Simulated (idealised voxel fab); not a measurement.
The document below concerns the process module designated voxel released beams.
Square cell edge 5 nm, section width 275 nm, ID cut.
The cross-sections in this document take the form of a grid made of square cells. They are written out as bands, in order from top to bottom. Each band consists of one or more rows of cells. First you get the band's top height and its bottom height, in nm, and then the materials it's made of, left to right, with each width in nm. If you see a single material with "full width", that one covers the band edge to edge. "air" is empty space. The reference from which all heights are counted is 0, the level beneath which the as-received wafer is entirely one material; the lowest band, having no lower bound, proceeds downward and is written after the example "0 down". You'd read "30 to 40" like this: the band's top row of cells is as wide as the first number, its bottom row is as wide as the second, and going down, every row changes width by the same amount as the row before did. "nothing changed", as given for a step, is the statement that not any cell of the cross-section underwent a change during that step. What "Trapped cavities" gives you is every empty space of 8 cells or more that is cut off from the top. Each appears as width x height at distance, with the distance taken from the left edge and width, height and distance all in nm. Whatever follows a step's settings on its line is a remark the simulator itself makes about that step. "overlay nm" on a masked step: distance the mask lay right of its planned place, negative for left.
### Process steps foreseen in the plan
1 RECEIVE | material Si
2 CONFORMAL_DEP | material SiN | thk nm 5
3 DIRECTIONAL_DEP | material SiO2 | thk nm 15
4 DIRECTIONAL_DEP | material aC | thk nm 15
5 PATTERN | tone open | mask id ANCHOR | material resist | width nm 35 | thk nm 35 | overlay nm 0
6 DIRECTIONAL_ETCH | etch materials aC | depth nm 15
7 STRIP | etch materials resist
8 DIRECTIONAL_ETCH | etch materials SiO2 | depth nm 15
9 STRIP | etch materials aC
10 CONFORMAL_DEP | material W | thk nm 15
11 MASKED_ETCH | tone cover | mask id BEAM | width nm 90 | etch materials W | depth nm 15 | overlay nm 0
12 STRIP | etch materials SiO2
### Incoming wafer, cross-sectional view, post step 1
* 0 down: Si full width
* Trapped cavities: none
### Starting wafer: above. Plan: above. Run: one mistake. Cross-section after the module: below
* 50 to 35: air 90 / W 90 / air 95
* 35 to 20: W full width
* 20 to 5: SiO2 95 / W 35 / SiO2 145
* 5 to 0: SiN full width
* 0 down: Si full width
* Trapped cavities: none
Which mistake was made when the wafer was run? in the plan, step 10 was performed twice
